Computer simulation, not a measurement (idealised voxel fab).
Name of the process module below: voxel capacitor over wiring
Section shown: cut. Width: 200 nm. Cell size: 5 nm, square.
Cross-section = grid of square cells, listed top down in bands; band = one or more rows.
First you get the band's top height and its bottom height, in nm, and then the materials it's made of, left to right, with each width in nm. If you see a single material with "full width", that one covers the band edge to edge. "blank" is empty space.
Zero point of the height axis is 0; under it, received wafer = one material. Lowest band: continues down indefinitely, "0 -> down".
The notation "30->40" denotes a width that varies across the rows of cells in the band, beginning at the first number in the top row, finishing at the second number in the bottom row, and changing by an identical amount from each row to the next.
Reading "nothing altered" for a step: not a cell of the cross-section changed in it.
Look at "Closed void catalog" for the closed voids: empty spaces with no open path to the top, sized 8 cells or up. Each is width x height at distance, distance from the left edge, all nm.
after a step's settings: what the simulator itself notes on the step
The optional step-line setting "overlay nm" applies to steps with a mask and quantifies how far to the right of its planned location the mask lay, a negative value indicating leftward placement.

## The process steps that were planned are listed below
1,RECEIVE,material Si
2,CONFORMAL_DEP,material SiO2,thk nm 10
3,DIRECTIONAL_DEP,material TiN,thk nm 5
4,DIRECTIONAL_DEP,material W,thk nm 15
5,MASKED_ETCH,tone cover,mask id METAL_1,width nm 30,pitch nm 90,etch materials W,depth nm 15,overlay nm 0
6,MASKED_ETCH,tone cover,mask id METAL_1,width nm 30,pitch nm 90,etch materials TiN,depth nm 5,overlay nm 0
7,CONFORMAL_DEP,material SiCN,thk nm 5
8,FILL_DEP,material lowk,thk nm 10
9,CMP,height nm 30
10,CONFORMAL_DEP,material SiCN,thk nm 5
11,DIRECTIONAL_DEP,material lowk,thk nm 10
12,PATTERN,tone open,mask id PLUG_1,material resist,width nm 15,thk nm 15,overlay nm 0
13,DIRECTIONAL_ETCH,etch materials lowk,depth nm 10
14,DIRECTIONAL_ETCH,etch materials SiCN,depth nm 5
15,STRIP,etch materials resist
16,EPI,material Ru,thk nm 10
17,EPI,material Ru,thk nm 5
18,DIRECTIONAL_DEP,material TiN,thk nm 5
19,DIRECTIONAL_DEP,material HfO2,thk nm 5
20,DIRECTIONAL_DEP,material TiN,thk nm 10
21,DIRECTIONAL_DEP,material aC,thk nm 10
22,PATTERN,tone cover,mask id UPPER_PLATE,material resist,width nm 65,thk nm 25,overlay nm 0
23,DIRECTIONAL_ETCH,etch materials aC,depth nm 10
24,STRIP,etch materials resist
25,DIRECTIONAL_ETCH,etch materials TiN,depth nm 10
26,DIRECTIONAL_ETCH,etch materials HfO2,depth nm 5
27,STRIP,etch materials aC
28,PATTERN,tone cover,mask id LOWER_PLATE,material resist,width nm 75,thk nm 20,overlay nm 0
29,DIRECTIONAL_ETCH,etch materials TiN,depth nm 5
30,STRIP,etch materials resist
31,FILL_DEP,material SiO2,thk nm 20
32,CMP,height nm 80
33,DIRECTIONAL_DEP,material aC,thk nm 10
34,PATTERN,tone open,mask id PLUG_2,material resist,width nm 15,thk nm 30,overlay nm 0
35,DIRECTIONAL_ETCH,etch materials aC,depth nm 10
36,STRIP,etch materials resist
37,DIRECTIONAL_ETCH,etch materials SiO2,depth nm 15
38,STRIP,etch materials aC
39,CONFORMAL_DEP,material TiN,thk nm 5
40,FILL_DEP,material Cu,thk nm 5
41,CMP,height nm 80
42,CONFORMAL_DEP,material SiCN,thk nm 5

## Cross-section, incoming material, after step 1
	0 -> down  Si full width
	Closed void catalog: none

## Here's the cross-section of the first of our two wafers at the end of the module - it ran as planned
	85 -> 80  SiCN full width
	80 -> 70  SiO2: 65; TiN: 5; Cu: 5; TiN: 5; SiO2: 120
	70 -> 65  SiO2: 65; TiN: 15; SiO2: 120
	65 -> 55  SiO2: 55; TiN: 65; SiO2: 80
	55 -> 50  SiO2: 55; HfO2: 65; SiO2: 80
	50 -> 45  SiO2: 50; TiN: 75; SiO2: 75
	45 -> 35  lowk: 55; Ru: 15; lowk: 130
	35 -> 30  SiCN: 55; Ru: 15; SiCN: 130
	30 -> 15  lowk: 35; SiCN: 5; W: 30; SiCN: 5; lowk: 50; SiCN: 5; W: 30; SiCN: 5; lowk: 35
	15 -> 10  SiCN: 40; TiN: 30; SiCN: 60; TiN: 30; SiCN: 40
	10 -> 0  SiO2 full width
	0 -> down  Si full width
	Closed void catalog: none

## Cross-section of the latter of the two wafers at module completion. It had an identical start and an identical plan to the former; in running it, one mistake was made
	85 -> 80  SiCN full width
	80 -> 70  SiO2: 65; TiN: 5; Cu: 5; TiN: 5; SiO2: 120
	70 -> 65  SiO2: 65; TiN: 15; SiO2: 120
	65 -> 55  SiO2: 70; TiN: 50; SiO2: 80
	55 -> 50  SiO2: 70; HfO2: 50; SiO2: 80
	50 -> 45  SiO2: 50; TiN: 75; SiO2: 75
	45 -> 40  lowk: 55; TiN: 15; lowk: 130
	40 -> 35  lowk: 55; HfO2: 15; lowk: 130
	35 -> 30  SiCN: 55; TiN: 15; SiCN: 130
	30 -> 25  lowk: 35; SiCN: 40; lowk: 50; SiCN: 40; lowk: 35
	25 -> 10  lowk: 35; SiCN: 5; W: 30; SiCN: 5; lowk: 50; SiCN: 5; W: 30; SiCN: 5; lowk: 35
	10 -> 5  SiCN: 40; TiN: 30; SiCN: 60; TiN: 30; SiCN: 40
	5 -> 0  SiO2 full width
	0 -> down  Si full width
	Closed void catalog: none
Deviation from plan: step 2, actual vs plan mismatch, actual run CONFORMAL_DEP,material SiO2,thk nm 5
Final cells, second wafer relative to first, materials higher or lower: 9 fewer of Ru | 16 more of SiCN | 31 fewer of SiO2 | 24 more of lowk
